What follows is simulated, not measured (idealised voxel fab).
Process module under the name voxel transistor to metal
cross-section cut | 290 nm wide | cells 5 nm
Cross-section layout: square cells on a grid; listed as bands, top to bottom; a band spans one or more cell rows.
Per band: top height and bottom height in nm, followed by the left-to-right materials and their widths in nm; "throughout" marks a single material spanning edge to edge, "blank" marks empty space.
Height datum 0, below which the as-received substrate wafer is one material. Lowest band open at the bottom, running downward: "from 0 down".
Per-row width for "30..40": begins at first number (top row of band), ends at second number (bottom row), increment between rows held constant.
"changes: none" means the step left every cell of the cross-section as it was.
Closed-off voids of 8+ cells (no open route to the top) go in "Internal closed voids", written width x height at distance from the left edge, in nm.
It should be noted that, on the line of a given step, the content following the step's settings is a remark produced by the simulator itself with respect to that step.
overlay nm: for a step with a mask, the amount by which the mask lay right of where it was planned; a negative amount means left of it.

Process steps foreseen in the plan
1) RECEIVE: material Si
2) CONFORMAL_DEP: material SiO2, thk nm 5
3) CONFORMAL_DEP: material SiN, thk nm 15
4) DIRECTIONAL_DEP: material aC, thk nm 10
5) PATTERN: tone cover, mask id ACTIVE, material resist, width nm 105, pitch nm 135, thk nm 30, overlay nm 0
6) DIRECTIONAL_ETCH: etch materials aC, depth nm 10
7) STRIP: etch materials resist
8) DIRECTIONAL_ETCH: etch materials SiN, depth nm 15
9) DIRECTIONAL_ETCH: etch materials SiO2, depth nm 5
10) DIRECTIONAL_ETCH: etch materials Si, depth nm 35
11) STRIP: etch materials aC
12) OXIDIZE: depth nm 5
13) FILL_DEP: material SiO2, thk nm 15
14) CMP: height nm 20
15) SELECTIVE_ETCH: etch materials SiO2, depth nm 10
16) STRIP: etch materials SiN
17) SELECTIVE_ETCH: etch materials SiO2, depth nm 5
18) OXIDIZE: depth nm 5
19) DIRECTIONAL_DEP: material polySi, thk nm 25
20) DIRECTIONAL_DEP: material SiCN, thk nm 10
21) MASKED_ETCH: tone cover, mask id GATE, width nm 25, pitch nm 135, etch materials SiCN, depth nm 20, overlay nm 0
22) MASKED_ETCH: tone cover, mask id GATE, width nm 25, pitch nm 135, etch materials polySi, depth nm 35, overlay nm 0
23) CONFORMAL_DEP: material SiO2, thk nm 5
24) DIRECTIONAL_ETCH: etch materials SiO2, depth nm 5
25) CONFORMAL_DEP: material SiN, thk nm 10
26) DIRECTIONAL_ETCH: etch materials SiN, depth nm 10
27) DIRECTIONAL_ETCH: etch materials SiO2, depth nm 5
28) DIRECTIONAL_ETCH: etch materials Si, depth nm 10
29) EPI: material pSi, thk nm 5
30) FILL_DEP: material SiO2, thk nm 10
31) CMP: height nm 25
32) STRIP: etch materials polySi
33) SELECTIVE_ETCH: etch materials SiO2, depth nm 5
34) CONFORMAL_DEP: material HfO2, thk nm 5
35) CONFORMAL_DEP: material TiN, thk nm 5
36) FILL_DEP: material W, thk nm 10
37) CMP: height nm 20
38) DIRECTIONAL_DEP: material SiO2, thk nm 10
39) DIRECTIONAL_DEP: material aC, thk nm 15
40) PATTERN: tone open, mask id CONTACT, material resist, width nm 20, thk nm 35, overlay nm 0
41) DIRECTIONAL_ETCH: etch materials aC, depth nm 15
42) STRIP: etch materials resist
43) DIRECTIONAL_ETCH: etch materials SiO2, depth nm 20
44) STRIP: etch materials aC
45) CONFORMAL_DEP: material TiN, thk nm 5
46) FILL_DEP: material Ru, thk nm 5
47) CMP: height nm 30
48) DIRECTIONAL_DEP: material TiN, thk nm 5
49) DIRECTIONAL_DEP: material W, thk nm 20
50) DIRECTIONAL_DEP: material aC, thk nm 10
51) PATTERN: tone cover, mask id METAL_1, material resist, width nm 20, thk nm 25, overlay nm 0
52) DIRECTIONAL_ETCH: etch materials aC, depth nm 10
53) STRIP: etch materials resist
54) DIRECTIONAL_ETCH: etch materials W, depth nm 20
55) DIRECTIONAL_ETCH: etch materials TiN, depth nm 5
56) STRIP: etch materials aC
57) FILL_DEP: material lowk, thk nm 10
58) CMP: height nm 55
59) CONFORMAL_DEP: material SiCN, thk nm 5
60) DIRECTIONAL_DEP: material SiO2, thk nm 35
61) MASKED_ETCH: tone open, mask id METAL_2_HOLES, width nm 15, pitch nm 135, etch materials SiO2, depth nm 35, overlay nm 0
62) DIRECTIONAL_DEP: material aC, thk nm 10
63) PATTERN: tone open, mask id METAL_2, material resist, width nm 20, pitch nm 135, thk nm 25, overlay nm 0
64) DIRECTIONAL_ETCH: etch materials aC, depth nm 10
65) STRIP: etch materials resist
66) DIRECTIONAL_ETCH: etch materials SiO2, depth nm 20
67) DIRECTIONAL_ETCH: etch materials SiCN, depth nm 5
68) STRIP: etch materials aC
69) CONFORMAL_DEP: material TiN, thk nm 5
70) FILL_DEP: material Cu, thk nm 10
71) CMP: height nm 95
72) CONFORMAL_DEP: material SiN, thk nm 5
The value of thk nm given for step 29 in the plan refers to the first wafer; the wafers vary in this setting and are alike at the start.

Step 1 complete: as-received cross-section of the first of several wafers
* from 0 down: Si throughout
* Internal closed voids: none

Per wafer (row), end of module: delta in cells per material since receipt, (+) for gained, (-) for lost; closed voids after that
thk nm 5; +20 Cu; +30 HfO2; +24 Ru; -222 Si; +52 SiCN; +98 SiN; +724 SiO2; +114 TiN; +82 W; +210 lowk; +28 pSi; Internal closed voids: none
thk nm 10; +20 Cu; +30 HfO2; +24 Ru; -222 Si; +52 SiCN; +98 SiN; +704 SiO2; +114 TiN; +82 W; +210 lowk; +48 pSi; Internal closed voids: none
thk nm 15; +20 Cu; +30 HfO2; +24 Ru; -222 Si; +52 SiCN; +98 SiN; +688 SiO2; +114 TiN; +82 W; +210 lowk; +64 pSi; Internal closed voids: none
thk nm 20; +20 Cu; +30 HfO2; +16 Ru; -222 Si; +52 SiCN; +98 SiN; +680 SiO2; +106 TiN; +82 W; +210 lowk; +88 pSi; Internal closed voids: none
thk nm 25; +20 Cu; +30 HfO2; +8 Ru; -222 Si; +52 SiCN; +98 SiN; +660 SiO2; +98 TiN; +82 W; +210 lowk; +124 pSi; Internal closed voids: none
thk nm 30; +20 Cu; +30 HfO2; +8 Ru; -222 Si; +52 SiCN; +98 SiN; +644 SiO2; +98 TiN; +82 W; +210 lowk; +140 pSi; Internal closed voids: none
